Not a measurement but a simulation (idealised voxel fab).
The process module that follows is named voxel ribs on slabs.
Square cell edge 5 nm, section width 205 nm, ID cut.
Cross-section format: a grid of square cells, given as bands from top to bottom; each band is one or more rows of cells. Per band: top height and bottom height in nm, followed by the left-to-right materials and their widths in nm; "everywhere" marks a single material spanning edge to edge, "empty" marks empty space. Heights from 0 (as-received wafer is one material below). Bottom band endless downward, as "top 0, no bottom". Think of "30..40" as a width that walks from the first number to the second as you go down the band, top row to bottom row, taking equal-sized steps from row to row. "nothing different" for a step: no cell of the cross-section changed in that step. The label "Encapsulated voids" introduces a list of the empty spaces, 8 cells or larger, that have no open way up to the top; each entry in it reads width x height at distance, where the distance is taken from the left edge and all three are stated in nm. Note: text after step settings on the step line = simulator remark on that step. A step's line can hold "overlay nm"; with a mask on that step, the setting says how far right of the planned place the mask lay, while a negative setting says it lay to the left.
[The process steps that were planned are listed below]
1: RECEIVE, material Si
2: DIRECTIONAL_DEP, material SiO2, thk nm 30
3: DIRECTIONAL_DEP, material polySi, thk nm 25
4: MASKED_ETCH, tone cover, mask id RIB, width nm 30, etch materials polySi, depth nm 5, overlay nm 0
5: DIRECTIONAL_DEP, material aC, thk nm 15
6: PATTERN, tone cover, mask id SLAB, material resist, width nm 70, thk nm 35, overlay nm 0
7: DIRECTIONAL_ETCH, etch materials aC, depth nm 15
8: STRIP, etch materials resist
9: DIRECTIONAL_ETCH, etch materials polySi, depth nm 20
10: STRIP, etch materials aC
11: FILL_DEP, material SiO2, thk nm 25
12: CMP, height nm 70
13: DIRECTIONAL_DEP, material W, thk nm 10
14: MASKED_ETCH, tone cover, mask id HEATER, width nm 40, etch materials W, depth nm 10, overlay nm 0
15: CONFORMAL_DEP, material SiN, thk nm 5
[First wafer out of two, processed as planned]
[The cross-section here shows the wafer as received, i.e. in its state after step 1]
    top 0, no bottom: Si everywhere
    Encapsulated voids: none
[Cross-section through the wafer, step 2 finished]
    top 30, bottom 0: SiO2 everywhere
    Under 0: no change, same as before.
[Cross-section through the wafer, step 3 finished]
    top 55, bottom 30: polySi everywhere
    Under 30: no change, same as before.
[Cross-section through the wafer, step 4 finished]
    top 55, bottom 50: empty: 85  polySi: 30  empty: 90
    Under 50: no change, same as before.
[Cross-section through the wafer, step 5 finished]
    top 70, bottom 65: empty: 85  aC: 30  empty: 90
    top 65, bottom 55: aC everywhere
    top 55, bottom 50: aC: 85  polySi: 30  aC: 90
    Under 50: no change, same as before.
[Cross-section through the wafer, step 6 finished]
    top 105, bottom 70: empty: 65  resist: 70  empty: 70
    top 70, bottom 65: empty: 65  resist: 20  aC: 30  resist: 20  empty: 70
    Under 65: no change, same as before.
[Cross-section through the wafer, step 7 finished]
    top 90, bottom 70: empty: 65  resist: 70  empty: 70
    top 70, bottom 65: empty: 65  resist: 20  aC: 30  resist: 20  empty: 70
    top 65, bottom 55: empty: 65  aC: 70  empty: 70
    top 55, bottom 50: empty: 65  aC: 20  polySi: 30  aC: 20  empty: 70
    Under 50: no change, same as before.
[Cross-section through the wafer, step 8 finished]
    top 70, bottom 65: empty: 85  aC: 30  empty: 90
    Under 65: no change, same as before.
[Cross-section through the wafer, step 9 finished]
    top 70, bottom 65: empty: 85  aC: 30  empty: 90
    top 65, bottom 55: empty: 65  aC: 70  empty: 70
    top 55, bottom 50: empty: 65  aC: 20  polySi: 30  aC: 20  empty: 70
    top 50, bottom 30: empty: 65  polySi: 70  empty: 70
    Under 30: no change, same as before.
[Cross-section through the wafer, step 10 finished]
    top 55, bottom 50: empty: 85  polySi: 30  empty: 90
    Under 50: no change, same as before.
[Cross-section through the wafer, step 11 finished]
    top 80, bottom 55: SiO2 everywhere
    top 55, bottom 50: SiO2: 85  polySi: 30  SiO2: 90
    top 50, bottom 30: SiO2: 65  polySi: 70  SiO2: 70
    Under 30: no change, same as before.
[Cross-section through the wafer, step 12 finished]
    top 70, bottom 55: SiO2 everywhere
    Under 55: no change, same as before.
[Cross-section through the wafer, step 13 finished]
    top 80, bottom 70: W everywhere
    Under 70: no change, same as before.
[Cross-section through the wafer, step 14 finished]
    top 80, bottom 70: empty: 80  W: 40  empty: 85
    Under 70: no change, same as before.
[Cross-section through the wafer, step 15 finished]
    top 85, bottom 80: empty: 75  SiN: 50  empty: 80
    top 80, bottom 75: empty: 75  SiN: 5  W: 40  SiN: 5  empty: 80
    top 75, bottom 70: SiN: 80  W: 40  SiN: 85
    Under 70: no change, same as before.
[Okay, second wafer. Nothing different at the start, nothing different in the plan, just one mistake somewhere in the running. As far as step 2, counting that step, it's the first wafer all over again]
[Second wafer, cross-section, planned end of step 3]
    top 80, bottom 30: polySi everywhere
    Under 30: no change, same as before.
[Second wafer, cross-section, planned end of step 4]
    top 80, bottom 75: empty: 85  polySi: 30  empty: 90
    Under 75: no change, same as before.
[Second wafer, cross-section, planned end of step 5]
    top 95, bottom 90: empty: 85  aC: 30  empty: 90
    top 90, bottom 80: aC everywhere
    top 80, bottom 75: aC: 85  polySi: 30  aC: 90
    Under 75: no change, same as before.
[Second wafer, cross-section, planned end of step 6]
    top 130, bottom 95: empty: 65  resist: 70  empty: 70
    top 95, bottom 90: empty: 65  resist: 20  aC: 30  resist: 20  empty: 70
    Under 90: no change, same as before.
[Second wafer, cross-section, planned end of step 7]
    top 115, bottom 95: empty: 65  resist: 70  empty: 70
    top 95, bottom 90: empty: 65  resist: 20  aC: 30  resist: 20  empty: 70
    top 90, bottom 80: empty: 65  aC: 70  empty: 70
    top 80, bottom 75: empty: 65  aC: 20  polySi: 30  aC: 20  empty: 70
    Under 75: no change, same as before.
[Second wafer, cross-section, planned end of step 8]
    top 95, bottom 90: empty: 85  aC: 30  empty: 90
    Under 90: no change, same as before.
[Second wafer, cross-section, planned end of step 9]
    top 95, bottom 90: empty: 85  aC: 30  empty: 90
    top 90, bottom 80: empty: 65  aC: 70  empty: 70
    top 80, bottom 75: empty: 65  aC: 20  polySi: 30  aC: 20  empty: 70
    top 75, bottom 55: empty: 65  polySi: 70  empty: 70
    Under 55: no change, same as before.
[Second wafer, cross-section, planned end of step 10]
    top 80, bottom 75: empty: 85  polySi: 30  empty: 90
    Under 75: no change, same as before.
[Second wafer, cross-section, planned end of step 11]
    top 105, bottom 80: SiO2 everywhere
    top 80, bottom 75: SiO2: 85  polySi: 30  SiO2: 90
    top 75, bottom 55: SiO2: 65  polySi: 70  SiO2: 70
    Under 55: no change, same as before.
[Second wafer, cross-section, planned end of step 12]
    top 70, bottom 55: SiO2: 65  polySi: 70  SiO2: 70
    Under 55: no change, same as before.
[Second wafer, cross-section, planned end of step 13]
    top 80, bottom 70: W everywhere
    Under 70: no change, same as before.
[Second wafer, cross-section, planned end of step 14]
    top 80, bottom 70: empty: 80  W: 40  empty: 85
    Under 70: no change, same as before.
[Second wafer, cross-section, planned end of step 15]
    top 85, bottom 80: empty: 75  SiN: 50  empty: 80
    top 80, bottom 75: empty: 75  SiN: 5  W: 40  SiN: 5  empty: 80
    top 75, bottom 70: SiN: 80  W: 40  SiN: 85
    Under 70: no change, same as before.
What was done differently from what was planned? twice over, step 3 of the plan was run
It is noted that, at the conclusion of processing, the second wafer exhibits a higher or lower cell count for certain materials relative to the first: SiO2: 185 fewer, polySi: 185 more
